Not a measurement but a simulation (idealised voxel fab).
Presented below is a process module, voxel self aligned vias.
Section shown: cut. Width: 265 nm. Cell size: 5 nm, square.
Just so we're on the same page, the cross-sections are grids of square cells, and they're listed out in bands top to bottom, each band one or more rows deep.
Per band: top height and bottom height in nm, followed by the left-to-right materials and their widths in nm; "everywhere" marks a single material spanning edge to edge, "blank" marks empty space.
Height datum 0, below which the as-received substrate wafer is one material. Lowest band open at the bottom, running downward: "0 nm and below".
Quick explanation for "30->40": the width changes in equal steps down the rows of cells, from the first number in the band's top row to the second number in its bottom row.
Reading "identical to before" for a step: not a cell of the cross-section changed in it.
Listed in "Closed void entries": every empty space of 8 or more cells without an open way to the top. Form: width x height at distance, the distance being from the left edge, all in nm.
On each step's line, the part that comes after the settings is the simulator's own comment on the step.
Among the settings permitted on a step's line is "overlay nm"; applied to a step with a mask, it specifies the extent to which the mask lay to the right of its planned position, whereas a negative figure signifies a position to the left.
# Planned step list for the process
1: RECEIVE [material Si]
2: CONFORMAL_DEP [material SiO2] [thk nm 10]
3: CONFORMAL_DEP [material SiCN] [thk nm 5]
4: DIRECTIONAL_DEP [material SiO2] [thk nm 25]
5: MASKED_ETCH [tone open] [mask id LINES] [width nm 25] [pitch nm 60] [etch materials SiO2] [depth nm 25] [overlay nm 0]
6: CONFORMAL_DEP [material TiN] [thk nm 5]
7: FILL_DEP [material W] [thk nm 10]
8: CMP [height nm 40]
9: SELECTIVE_ETCH [etch materials W Ru TiN] [depth nm 5]
10: FILL_DEP [material SiN] [thk nm 10]
11: CMP [height nm 40]
12: DIRECTIONAL_DEP [material SiO2] [thk nm 20]
13: PATTERN [tone open] [mask id VIAS] [material resist] [width nm 35] [pitch nm 120] [thk nm 20] [overlay nm 0]
14: DIRECTIONAL_ETCH [etch materials SiO2] [depth nm 20]
15: DIRECTIONAL_ETCH [etch materials SiN] [depth nm 5]
16: STRIP [etch materials resist]
17: CONFORMAL_DEP [material TiN] [thk nm 5]
18: FILL_DEP [material Ru] [thk nm 5]
19: CMP [height nm 60]
20: CONFORMAL_DEP [material SiN] [thk nm 5]
# Wafer as received: cross-section following step 1
  0 nm and below | Si everywhere
  Closed void entries: none
# Here's the cross-section of the first of our two wafers at the end of the module - it ran as planned
  65 nm to 60 nm | SiN everywhere
  60 nm to 45 nm | SiO2=55, then TiN=5, then Ru=25, then TiN=5, then SiO2=85, then TiN=5, then Ru=25, then TiN=5, then SiO2=55
  45 nm to 40 nm | SiO2=55, then TiN=10, then Ru=15, then TiN=10, then SiO2=85, then TiN=10, then Ru=15, then TiN=10, then SiO2=55
  40 nm to 35 nm | SiO2=60, then TiN=25, then SiO2=35, then SiN=25, then SiO2=35, then TiN=25, then SiO2=60
  35 nm to 20 nm | SiO2=60, then TiN=5, then W=15, then TiN=5, then SiO2=35, then TiN=5, then W=15, then TiN=5, then SiO2=35, then TiN=5, then W=15, then TiN=5, then SiO2=60
  20 nm to 15 nm | SiO2=60, then TiN=25, then SiO2=35, then TiN=25, then SiO2=35, then TiN=25, then SiO2=60
  15 nm to 10 nm | SiCN everywhere
  10 nm to 0 nm | SiO2 everywhere
  0 nm and below | Si everywhere
  Closed void entries: none
# This is the second of the two wafers, cross-sectioned at the end of the module; it started exactly like the first and was given the same plan, but it was run with one mistake
  65 nm to 60 nm | SiN everywhere
  60 nm to 40 nm | SiO2=55, then TiN=5, then Ru=25, then TiN=5, then SiO2=85, then TiN=5, then Ru=25, then TiN=5, then SiO2=55
  40 nm to 35 nm | SiO2=55, then TiN=35, then SiO2=30, then SiN=25, then SiO2=30, then TiN=35, then SiO2=55
  35 nm to 20 nm | SiO2=55, then TiN=10, then W=15, then TiN=10, then SiO2=30, then TiN=5, then W=15, then TiN=5, then SiO2=30, then TiN=10, then W=15, then TiN=10, then SiO2=55
  20 nm to 15 nm | SiO2=60, then TiN=25, then SiO2=35, then TiN=25, then SiO2=35, then TiN=25, then SiO2=60
  15 nm to 10 nm | SiCN everywhere
  10 nm to 0 nm | SiO2 everywhere
  0 nm and below | Si everywhere
  Closed void entries: none
Plan not followed: step 14 of the plan was twice carried out
End of process, cell counts, second wafer against first, materials with more or fewer: 4 more of Ru | 16 fewer of SiO2 | 12 more of TiN
